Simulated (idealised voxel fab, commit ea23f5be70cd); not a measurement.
Module name: voxel gate over fins (process module)
Square cells of 5 nm make up the cross-section cut, whose width is 155 nm.
In this document a cross-section is written as a grid of square cells. It is given as a series of bands, listed from the top down, and a band is one or more rows of cells.
Heads up on the band format: heights come first, top then bottom, in nm. After that it's the materials left to right, each with its width in nm. A single material flagged "all across" fills the whole band edge to edge, and "blank" means there's empty space there.
Height 0 is the level under which the wafer as received is all one material. The lowest band goes on downwards, as in "from 0 down".
The width entry "30 to 40" should be interpreted row by row: the top row of cells in the band takes the first number, the bottom row takes the second number, and the change between adjacent rows is uniform throughout.
The cross-section has no changed cell in any step marked "no change occurred".
Heads up: "Voids, sealed" only lists the empty pockets with no open path to the top that are 8 cells or more, and it writes them as width x height at distance, distance from the left edge, in nm.
Whatever follows a step's settings on its line is a remark the simulator itself makes about that step.
Steps that use a mask can have "overlay nm" on their line. It says how far the mask sat to the right of where it was meant to be. Negative means to the left.
-- Planned step list for the process
1) RECEIVE, material Si
2) CONFORMAL_DEP, material SiN, thk nm 10
3) DIRECTIONAL_DEP, material aC, thk nm 10
4) PATTERN, tone cover, mask id FINS, material resist, width nm 15, pitch nm 35, thk nm 30, overlay nm 0
5) DIRECTIONAL_ETCH, etch materials aC, depth nm 10
6) STRIP, etch materials resist
7) DIRECTIONAL_ETCH, etch materials SiN, depth nm 10
8) DIRECTIONAL_ETCH, etch materials Si, depth nm 40
9) STRIP, etch materials aC
10) FILL_DEP, material SiO2, thk nm 10
11) CMP, height nm 10
12) SELECTIVE_ETCH, etch materials SiO2, depth nm 25
13) STRIP, etch materials SiN
14) CONFORMAL_DEP, material HfO2, thk nm 5
15) CONFORMAL_DEP, material TiN, thk nm 5
16) FILL_DEP, material W, thk nm 10
17) CMP, height nm 15
18) CONFORMAL_DEP, material SiN, thk nm 10
-- What follows covers the first of two wafers; it ran as planned
-- Wafer as received: cross-section following step 1
* from 0 down  Si all across
* Voids, sealed: none
-- After step 2: wafer cross-section
* from 10 to 0  SiN all across
* Whatever lies below 0 is exactly as it was before.
-- After step 3: wafer cross-section
* from 20 to 10  aC all across
* Whatever lies below 10 is exactly as it was before.
-- After step 4: wafer cross-section
* from 50 to 20  blank 50, resist 15, blank 20, resist 15, blank 55
* Whatever lies below 20 is exactly as it was before.
-- After step 5: wafer cross-section
* from 40 to 20  blank 50, resist 15, blank 20, resist 15, blank 55
* from 20 to 10  blank 50, aC 15, blank 20, aC 15, blank 55
* Whatever lies below 10 is exactly as it was before.
-- After step 6: wafer cross-section
* from 20 to 10  blank 50, aC 15, blank 20, aC 15, blank 55
* Whatever lies below 10 is exactly as it was before.
-- After step 7: wafer cross-section
* from 20 to 10  blank 50, aC 15, blank 20, aC 15, blank 55
* from 10 to 0  blank 50, SiN 15, blank 20, SiN 15, blank 55
* Whatever lies below 0 is exactly as it was before.
-- After step 8: wafer cross-section
* from 20 to 10  blank 50, aC 15, blank 20, aC 15, blank 55
* from 10 to 0  blank 50, SiN 15, blank 20, SiN 15, blank 55
* from 0 to -40  blank 50, Si 15, blank 20, Si 15, blank 55
* Whatever lies below -40 is exactly as it was before.
-- After step 9: wafer cross-section
* from 10 to 0  blank 50, SiN 15, blank 20, SiN 15, blank 55
* Whatever lies below 0 is exactly as it was before.
-- After step 10: wafer cross-section
* from 20 to 10  SiO2 all across
* from 10 to 0  SiO2 50, SiN 15, SiO2 20, SiN 15, SiO2 55
* from 0 to -40  SiO2 50, Si 15, SiO2 20, Si 15, SiO2 55
* Whatever lies below -40 is exactly as it was before.
-- After step 11: wafer cross-section
* from 10 to 0  SiO2 50, SiN 15, SiO2 20, SiN 15, SiO2 55
* Whatever lies below 0 is exactly as it was before.
-- After step 12: wafer cross-section
* from 10 to 0  blank 50, SiN 15, blank 20, SiN 15, blank 55
* from 0 to -15  blank 50, Si 15, blank 20, Si 15, blank 55
* Whatever lies below -15 is exactly as it was before.
-- After step 13: wafer cross-section
* from 0 to -15  blank 50, Si 15, blank 20, Si 15, blank 55
* Whatever lies below -15 is exactly as it was before.
-- After step 14: wafer cross-section
* from 5 to 0  blank 45, HfO2 25, blank 10, HfO2 25, blank 50
* from 0 to -10  blank 45, HfO2 5, Si 15, HfO2 5, blank 10, HfO2 5, Si 15, HfO2 5, blank 50
* from -10 to -15  HfO2 50, Si 15, HfO2 20, Si 15, HfO2 55
* Whatever lies below -15 is exactly as it was before.
-- After step 15: wafer cross-section
* from 10 to 5  blank 40, TiN 70, blank 45
* from 5 to 0  blank 40, TiN 5, HfO2 25, TiN 10, HfO2 25, TiN 5, blank 45
* from 0 to -5  blank 40, TiN 5, HfO2 5, Si 15, HfO2 5, TiN 10, HfO2 5, Si 15, HfO2 5, TiN 5, blank 45
* from -5 to -10  TiN 45, HfO2 5, Si 15, HfO2 5, TiN 10, HfO2 5, Si 15, HfO2 5, TiN 50
* Whatever lies below -10 is exactly as it was before.
-- After step 16: wafer cross-section
* from 20 to 10  W all across
* from 10 to 5  W 40, TiN 70, W 45
* from 5 to 0  W 40, TiN 5, HfO2 25, TiN 10, HfO2 25, TiN 5, W 45
* from 0 to -5  W 40, TiN 5, HfO2 5, Si 15, HfO2 5, TiN 10, HfO2 5, Si 15, HfO2 5, TiN 5, W 45
* Whatever lies below -5 is exactly as it was before.
-- After step 17: wafer cross-section
* from 15 to 10  W all across
* Whatever lies below 10 is exactly as it was before.
-- After step 18: wafer cross-section
* from 25 to 15  SiN all across
* Whatever lies below 15 is exactly as it was before.
-- Here the second wafer is described. Its start and its plan were those of the first wafer. Its run contained one mistake. Up to and including step 13, it did exactly what the first wafer did
-- X-section, second wafer, when step 14 was due to finish
* from 5 to 0  blank 45, SiO2 25, blank 10, SiO2 25, blank 50
* from 0 to -10  blank 45, SiO2 5, Si 15, SiO2 5, blank 10, SiO2 5, Si 15, SiO2 5, blank 50
* from -10 to -40  SiO2 50, Si 15, SiO2 20, Si 15, SiO2 55
* Whatever lies below -40 is exactly as it was before.
-- X-section, second wafer, when step 15 was due to finish
* from 10 to 5  blank 40, TiN 70, blank 45
* from 5 to 0  blank 40, TiN 5, SiO2 25, TiN 10, SiO2 25, TiN 5, blank 45
* from 0 to -5  blank 40, TiN 5, SiO2 5, Si 15, SiO2 5, TiN 10, SiO2 5, Si 15, SiO2 5, TiN 5, blank 45
* from -5 to -10  TiN 45, SiO2 5, Si 15, SiO2 5, TiN 10, SiO2 5, Si 15, SiO2 5, TiN 50
* Whatever lies below -10 is exactly as it was before.
-- X-section, second wafer, when step 16 was due to finish
* from 20 to 10  W all across
* from 10 to 5  W 40, TiN 70, W 45
* from 5 to 0  W 40, TiN 5, SiO2 25, TiN 10, SiO2 25, TiN 5, W 45
* from 0 to -5  W 40, TiN 5, SiO2 5, Si 15, SiO2 5, TiN 10, SiO2 5, Si 15, SiO2 5, TiN 5, W 45
* Whatever lies below -5 is exactly as it was before.
-- X-section, second wafer, when step 17 was due to finish
* from 15 to 10  W all across
* Whatever lies below 10 is exactly as it was before.
-- X-section, second wafer, when step 18 was due to finish
* from 25 to 15  SiN all across
* Whatever lies below 15 is exactly as it was before.
What broke from the plan during processing? step 14 off recipe, ran as CONFORMAL_DEP, material SiO2, thk nm 5
Counted in cells at the end, the second wafer holds more or fewer of these materials than the first: -43 HfO2, +43 SiO2
